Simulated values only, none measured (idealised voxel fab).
A process module follows: voxel ribs on slabs.
Pictured: cross-section cut, 175 nm wide, on a grid of 5 nm square cells.
Cross-section layout: square cells on a grid; listed as bands, top to bottom; a band spans one or more cell rows. Top, bottom (nm), then materials left to right with widths (nm); lone material tagged "edge to edge" fills the whole band edge to edge; "blank" = empty space. Heights from 0 (as-received wafer is one material below). Bottom band endless downward, as "0 -> down". Read "30->40" as a graded width: first number on top, second number at the bottom, same change between each pair of neighbouring rows. It should be understood that the words "left unchanged", when stated for a given step, signify that the cross-section underwent no change in any of its cells during that step. Heads up: "Closed voids list" only lists the empty pockets with no open path to the top that are 8 cells or more, and it writes them as width x height at distance, distance from the left edge, in nm. Whatever follows a step's settings on its line is a remark the simulator itself makes about that step. Regarding "overlay nm": on a step with a mask, it is the distance the mask lay to the right of its planned place; a negative value places it to the left.

-- The following list gives the planned process steps
1) RECEIVE with material Si
2) DIRECTIONAL_DEP with material SiO2, thk nm 30
3) DIRECTIONAL_DEP with material polySi, thk nm 25
4) MASKED_ETCH with tone cover, mask id RIB, width nm 25, etch materials polySi, depth nm 15, overlay nm 0
5) MASKED_ETCH with tone cover, mask id SLAB, width nm 65, etch materials polySi, depth nm 10, overlay nm 0
6) FILL_DEP with material SiO2, thk nm 25
7) CMP with height nm 70
8) DIRECTIONAL_DEP with material W, thk nm 5
9) MASKED_ETCH with tone cover, mask id HEATER, width nm 35, etch materials W, depth nm 5, overlay nm 0
10) CONFORMAL_DEP with material SiN, thk nm 5

-- Wafer at receipt (post step 1), cross-section
- 0 -> down = Si edge to edge
- Closed voids list: none

-- Figure: cross-sectional view of the wafer upon completion of the module, processed from the initial state and according to the plan depicted above, with one error introduced during execution
- 80 -> 75 = blank (65)  SiN (45)  blank (65)
- 75 -> 70 = SiN (70)  W (35)  SiN (70)
- 70 -> 55 = SiO2 edge to edge
- 55 -> 40 = SiO2 (70)  polySi (35)  SiO2 (70)
- 40 -> 30 = SiO2 (55)  polySi (65)  SiO2 (55)
- 30 -> 0 = SiO2 edge to edge
- 0 -> down = Si edge to edge
- Closed voids list: none
Heads up, the wafer didn't run the way we planned it: step 4, actual vs plan mismatch, actual run MASKED_ETCH with tone cover, mask id RIB, width nm 35, etch materials polySi, depth nm 15, overlay nm 0
